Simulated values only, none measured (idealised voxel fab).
Process module name: voxel local oxidation
190 nm wide, 5 nm square cells: that's cross-section cut.
Cross-section, as written here: a square-cell grid given band by band from the top down, where a band holds one or more rows of cells. The band entry comprises the height of the band's top followed by the height of its bottom, expressed in nm, and subsequently the band's materials from left to right, each stated together with its width in nm. Where a single material is marked with the word "everywhere", that material fills the band from edge to edge. The word "empty" represents empty space. Note: height 0 marks the level under which the wafer is uniformly one material as received. Lowest band unbounded below, written "0 down". Width spec "30->40" -> top row of cells at first value, bottom row at second value, equal per-row change in between. Step marked "nothing different"? Then no cell in the cross-section changed in it. "Enclosed void catalog" enumerates empty spaces isolated from the top, with no open way to it, that contain at least 8 cells, giving each as width x height at distance from the left edge, all three in nm. The remark found on a step's line after its settings is issued by the simulator itself and pertains to that step. For masked steps, "overlay nm" on the step line gives how far right of plan the mask actually lay; a minus sign means it lay to the left.
So here's the lineup of process steps we planned:
step 1: RECEIVE, material Si
step 2: OXIDIZE, depth nm 5
step 3: CONFORMAL_DEP, material SiN, thk nm 15
step 4: MASKED_ETCH, tone cover, mask id ACTIVE, width nm 80, etch materials SiN, depth nm 15, overlay nm 0
step 5: SELECTIVE_ETCH, etch materials SiO2, depth nm 5
step 6: OXIDIZE, depth nm 10
step 7: STRIP, etch materials SiN
The wafers in this document start out alike and differ in the width nm applied at step 4; the plan shows the value used for the first wafer.
The first of several wafers as received, shown in cross-section; this is its state after step 1:
  0 down: Si everywhere
  Enclosed void catalog: none
End of the module, past its last step, step 7: how the first of several wafers looks in cross-section:
  0 to -5: empty=60 | SiO2=70 | empty=60
  -5 to -15: SiO2=70 | Si=50 | SiO2=70
  -15 down: Si everywhere
  Enclosed void catalog: none
The module's end: a cross-section of the last wafer:
  0 to -5: empty=50 | SiO2=95 | empty=45
  -5 to -15: SiO2=60 | Si=75 | SiO2=55
  -15 down: Si everywhere
  Enclosed void catalog: none
Each row below is a wafer at the end of the module, listing for every material the number of cells it has gained (+) or lost (-) since it was received, followed by its closed voids:
width nm 80; -94 Si; +70 SiO2; Enclosed void catalog: none
width nm 85; -92 Si; +69 SiO2; Enclosed void catalog: none
width nm 90; -90 Si; +68 SiO2; Enclosed void catalog: none
width nm 95; -88 Si; +67 SiO2; Enclosed void catalog: none
width nm 100; -86 Si; +66 SiO2; Enclosed void catalog: none
width nm 105; -84 Si; +65 SiO2; Enclosed void catalog: none
